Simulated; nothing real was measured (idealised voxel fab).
process module | voxel capacitor over wiring
cross-section cut | 250 nm wide | cells 5 nm
A cross-section is a grid of square cells, given in bands from the top down. A band is one or more rows of cells.
Each band's line starts with the height of the band's top and of its bottom, in nm. Then come its materials from left to right, each with its width in nm. One material with "throughout" fills the band from edge to edge. "air" is empty space.
Height 0 is the level under which the wafer as received is all one material. The lowest band goes on downwards, as in "0 down".
A width such as "30 to 40" changes by the same amount from each row of cells to the next, from the band's top row to its bottom row.
"no change" after a step means that no cell of the cross-section changed.
closed voids: empty space of 8 cells or more with no open way to the top, each as width x height at its distance from the left edge, in nm
after a step's settings: what the simulator itself notes on the step
overlay nm, on a step with a mask: how far to the right of its planned place the mask lay; to the left if negative
plan
1 op RECEIVE | material Si
2 op CONFORMAL_DEP | material SiO2 | thk nm 10
3 op DIRECTIONAL_DEP | material TiN | thk nm 5
4 op DIRECTIONAL_DEP | material Ru | thk nm 25
5 op PATTERN | tone cover | mask id METAL_1 | material resist | width nm 30 | pitch nm 80 | thk nm 20 | overlay nm 0
6 op DIRECTIONAL_ETCH | etch materials Ru | depth nm 25
7 op DIRECTIONAL_ETCH | etch materials TiN | depth nm 5
8 op STRIP | etch materials resist
9 op CONFORMAL_DEP | material SiN | thk nm 5
10 op FILL_DEP | material SiO2 | thk nm 10
11 op CMP | height nm 40
12 op CONFORMAL_DEP | material SiCN | thk nm 5
13 op DIRECTIONAL_DEP | material SiO2 | thk nm 15
14 op PATTERN | tone open | mask id PLUG_1 | material resist | width nm 15 | thk nm 20 | overlay nm 0
15 op DIRECTIONAL_ETCH | etch materials SiO2 | depth nm 15
16 op DIRECTIONAL_ETCH | etch materials SiCN | depth nm 5
17 op STRIP | etch materials resist
18 op CONFORMAL_DEP | material TiN | thk nm 5
19 op FILL_DEP | material Cu | thk nm 5
20 op CMP | height nm 60
21 op DIRECTIONAL_DEP | material TiN | thk nm 5
22 op DIRECTIONAL_DEP | material SiN | thk nm 5
23 op DIRECTIONAL_DEP | material TiN | thk nm 10
24 op PATTERN | tone cover | mask id UPPER_PLATE | material resist | width nm 55 | thk nm 20 | overlay nm 0
25 op DIRECTIONAL_ETCH | etch materials TiN | depth nm 10
26 op DIRECTIONAL_ETCH | etch materials SiN | depth nm 5
27 op STRIP | etch materials resist
28 op PATTERN | tone cover | mask id LOWER_PLATE | material resist | width nm 65 | thk nm 15 | overlay nm 0
29 op DIRECTIONAL_ETCH | etch materials TiN | depth nm 5
30 op STRIP | etch materials resist
31 op FILL_DEP | material SiO2 | thk nm 20
32 op CMP | height nm 95
33 op DIRECTIONAL_DEP | material aC | thk nm 15
34 op PATTERN | tone open | mask id PLUG_2 | material resist | width nm 15 | thk nm 35 | overlay nm 0
35 op DIRECTIONAL_ETCH | etch materials aC | depth nm 15
36 op STRIP | etch materials resist
37 op DIRECTIONAL_ETCH | etch materials SiO2 | depth nm 15
38 op STRIP | etch materials aC
39 op CONFORMAL_DEP | material TiN | thk nm 5
40 op FILL_DEP | material W | thk nm 10
41 op CMP | height nm 95
42 op CONFORMAL_DEP | material SiN | thk nm 5
as received, after step 1
  0 down: Si throughout
  closed voids: none
a wafer at the end: this start, this plan, one mistake
  100 to 95: SiN throughout
  95 to 80: Ru throughout
  80 to 70: Ru 85 | TiN 55 | Ru 110
  70 to 65: Ru 85 | SiN 55 | Ru 110
  65 to 60: Ru 80 | TiN 65 | Ru 105
  60 to 45: SiO2 85 | TiN 5 | Cu 5 | TiN 5 | SiO2 150
  45 to 40: SiCN 85 | TiN 15 | SiCN 150
  40 to 15: SiO2 65 | SiN 5 | Ru 30 | SiN 5 | SiO2 40 | SiN 5 | Ru 30 | SiN 5 | SiO2 65
  15 to 10: SiN 70 | TiN 30 | SiN 50 | TiN 30 | SiN 70
  10 to 0: SiO2 throughout
  0 down: Si throughout
  closed voids: none
what went wrong: step 31 ran as: op FILL_DEP | material Ru | thk nm 20
